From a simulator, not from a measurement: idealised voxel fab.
Process module in this document: voxel spacer lines
The figure presents cross-section cut, which has a width of 255 nm and is divided into square cells with an edge length of 5 nm.
Heads up, the way a cross-section reads in here is a grid of square cells, handed over as bands from the top down, with every band being one or more rows of cells.
Within each band entry, the heights of the top and of the bottom of the band appear first, in that order and in nm; the materials of the band then follow from left to right, each with its corresponding width in nm. The designation "throughout" on a single material indicates that it fills the band from edge to edge; the designation "blank" indicates empty space.
It should be noted that heights are counted from 0, beneath which the wafer as supplied is of one material throughout, and that the lowest band possesses no lower boundary but continues downward, as written in "0 -> down".
The two numbers in a width such as "30->40" mark its ends across the band: the first belongs to the top row of cells, the second to the bottom row, and from each row to the next the width moves by the same amount.
For the purposes of this document, the phrase "remained the same" attached to a step denotes that no cell within the cross-section was modified by that step.
Entry "Trapped cavities". Content: empty spaces with no open connection to the top, size 8 cells or greater. Each: width x height at distance. Distance: from left edge. Unit: nm.
Read whatever lies past the settings on a step's line as the simulator's own remark about the step.
You can add "overlay nm" to a step's line. For a step with a mask, it describes how far the mask lay to the right of its planned position, and a negative number describes a lay to the left.
plan:
1) RECEIVE with material Si
2) CONFORMAL_DEP with material Al2O3, thk nm 10
3) DIRECTIONAL_DEP with material polySi, thk nm 15
4) DIRECTIONAL_DEP with material aC, thk nm 20
5) PATTERN with tone cover, mask id MANDREL, material resist, width nm 25, pitch nm 70, thk nm 25, overlay nm 0
6) DIRECTIONAL_ETCH with etch materials aC, depth nm 20
7) STRIP with etch materials resist
8) CONFORMAL_DEP with material SiO2, thk nm 10
9) DIRECTIONAL_ETCH with etch materials SiO2, depth nm 10
10) STRIP with etch materials aC
11) DIRECTIONAL_ETCH with etch materials polySi, depth nm 15
12) STRIP with etch materials SiO2
13) FILL_DEP with material lowk, thk nm 10
14) CMP with height nm 25
Wafer, first of two, run as planned:
Incoming wafer in cross-section (state: after step 1):
> 0 -> down | Si throughout
> Trapped cavities: none
Upon completion of step 2, the wafer appears in cross-section as shown:
> 10 -> 0 | Al2O3 throughout
> Everything under 0 stays put, no change at all.
Upon completion of step 3, the wafer appears in cross-section as shown:
> 25 -> 10 | polySi throughout
> Everything under 10 stays put, no change at all.
Upon completion of step 4, the wafer appears in cross-section as shown:
> 45 -> 25 | aC throughout
> Everything under 25 stays put, no change at all.
Upon completion of step 5, the wafer appears in cross-section as shown:
> 70 -> 45 | blank=80, resist=25, blank=45, resist=25, blank=80
> Everything under 45 stays put, no change at all.
Upon completion of step 6, the wafer appears in cross-section as shown:
> 50 -> 45 | blank=80, resist=25, blank=45, resist=25, blank=80
> 45 -> 25 | blank=80, aC=25, blank=45, aC=25, blank=80
> Everything under 25 stays put, no change at all.
Upon completion of step 7, the wafer appears in cross-section as shown:
> 45 -> 25 | blank=80, aC=25, blank=45, aC=25, blank=80
> Everything under 25 stays put, no change at all.
Upon completion of step 8, the wafer appears in cross-section as shown:
> 55 -> 45 | blank=70, SiO2=45, blank=25, SiO2=45, blank=70
> 45 -> 35 | blank=70, SiO2=10, aC=25, SiO2=10, blank=25, SiO2=10, aC=25, SiO2=10, blank=70
> 35 -> 25 | SiO2=80, aC=25, SiO2=45, aC=25, SiO2=80
> Everything under 25 stays put, no change at all.
Upon completion of step 9, the wafer appears in cross-section as shown:
> 45 -> 25 | blank=70, SiO2=10, aC=25, SiO2=10, blank=25, SiO2=10, aC=25, SiO2=10, blank=70
> Everything under 25 stays put, no change at all.
Upon completion of step 10, the wafer appears in cross-section as shown:
> 45 -> 25 | blank=70, SiO2=10, blank=25, SiO2=10, blank=25, SiO2=10, blank=25, SiO2=10, blank=70
> Everything under 25 stays put, no change at all.
Upon completion of step 11, the wafer appears in cross-section as shown:
> 45 -> 25 | blank=70, SiO2=10, blank=25, SiO2=10, blank=25, SiO2=10, blank=25, SiO2=10, blank=70
> 25 -> 10 | blank=70, polySi=10, blank=25, polySi=10, blank=25, polySi=10, blank=25, polySi=10, blank=70
> Everything under 10 stays put, no change at all.
Upon completion of step 12, the wafer appears in cross-section as shown:
> 25 -> 10 | blank=70, polySi=10, blank=25, polySi=10, blank=25, polySi=10, blank=25, polySi=10, blank=70
> Everything under 10 stays put, no change at all.
Upon completion of step 13, the wafer appears in cross-section as shown:
> 35 -> 25 | lowk throughout
> 25 -> 10 | lowk=70, polySi=10, lowk=25, polySi=10, lowk=25, polySi=10, lowk=25, polySi=10, lowk=70
> Everything under 10 stays put, no change at all.
Upon completion of step 14, the wafer appears in cross-section as shown:
> 25 -> 10 | lowk=70, polySi=10, lowk=25, polySi=10, lowk=25, polySi=10, lowk=25, polySi=10, lowk=70
> Everything under 10 stays put, no change at all.
Second wafer, same starting conditions and recipe as the first, one mistake in executing it, nothing differs from the first up to and including step 1:
Look at the second wafer in cross-section at the time step 2 ought to have finished:
> 15 -> 0 | polySi throughout
> Everything under 0 stays put, no change at all.
Look at the second wafer in cross-section at the time step 3 ought to have finished:
> 25 -> 15 | Al2O3 throughout
> Everything under 15 stays put, no change at all.
Look at the second wafer in cross-section at the time step 4 ought to have finished:
> 45 -> 25 | aC throughout
> Everything under 25 stays put, no change at all.
Look at the second wafer in cross-section at the time step 5 ought to have finished:
> 70 -> 45 | blank=80, resist=25, blank=45, resist=25, blank=80
> Everything under 45 stays put, no change at all.
Look at the second wafer in cross-section at the time step 6 ought to have finished:
> 50 -> 45 | blank=80, resist=25, blank=45, resist=25, blank=80
> 45 -> 25 | blank=80, aC=25, blank=45, aC=25, blank=80
> Everything under 25 stays put, no change at all.
Look at the second wafer in cross-section at the time step 7 ought to have finished:
> 45 -> 25 | blank=80, aC=25, blank=45, aC=25, blank=80
> Everything under 25 stays put, no change at all.
Look at the second wafer in cross-section at the time step 8 ought to have finished:
> 55 -> 45 | blank=70, SiO2=45, blank=25, SiO2=45, blank=70
> 45 -> 35 | blank=70, SiO2=10, aC=25, SiO2=10, blank=25, SiO2=10, aC=25, SiO2=10, blank=70
> 35 -> 25 | SiO2=80, aC=25, SiO2=45, aC=25, SiO2=80
> Everything under 25 stays put, no change at all.
Look at the second wafer in cross-section at the time step 9 ought to have finished:
> 45 -> 25 | blank=70, SiO2=10, aC=25, SiO2=10, blank=25, SiO2=10, aC=25, SiO2=10, blank=70
> Everything under 25 stays put, no change at all.
Look at the second wafer in cross-section at the time step 10 ought to have finished:
> 45 -> 25 | blank=70, SiO2=10, blank=25, SiO2=10, blank=25, SiO2=10, blank=25, SiO2=10, blank=70
> Everything under 25 stays put, no change at all.
Look at the second wafer in cross-section at the time step 11 ought to have finished: remained the same
Look at the second wafer in cross-section at the time step 12 ought to have finished:
> 25 -> 15 | Al2O3 throughout
> Everything under 15 stays put, no change at all.
Look at the second wafer in cross-section at the time step 13 ought to have finished:
> 35 -> 25 | lowk throughout
> Everything under 25 stays put, no change at all.
Look at the second wafer in cross-section at the time step 14 ought to have finished:
> 25 -> 15 | Al2O3 throughout
> Everything under 15 stays put, no change at all.
The plan and the run diverged here: swap of plan steps 2 and 3 during execution
Once processing is complete, comparing cell counts shows that the second wafer has more or fewer of certain materials than the first: lowk -129; polySi +129
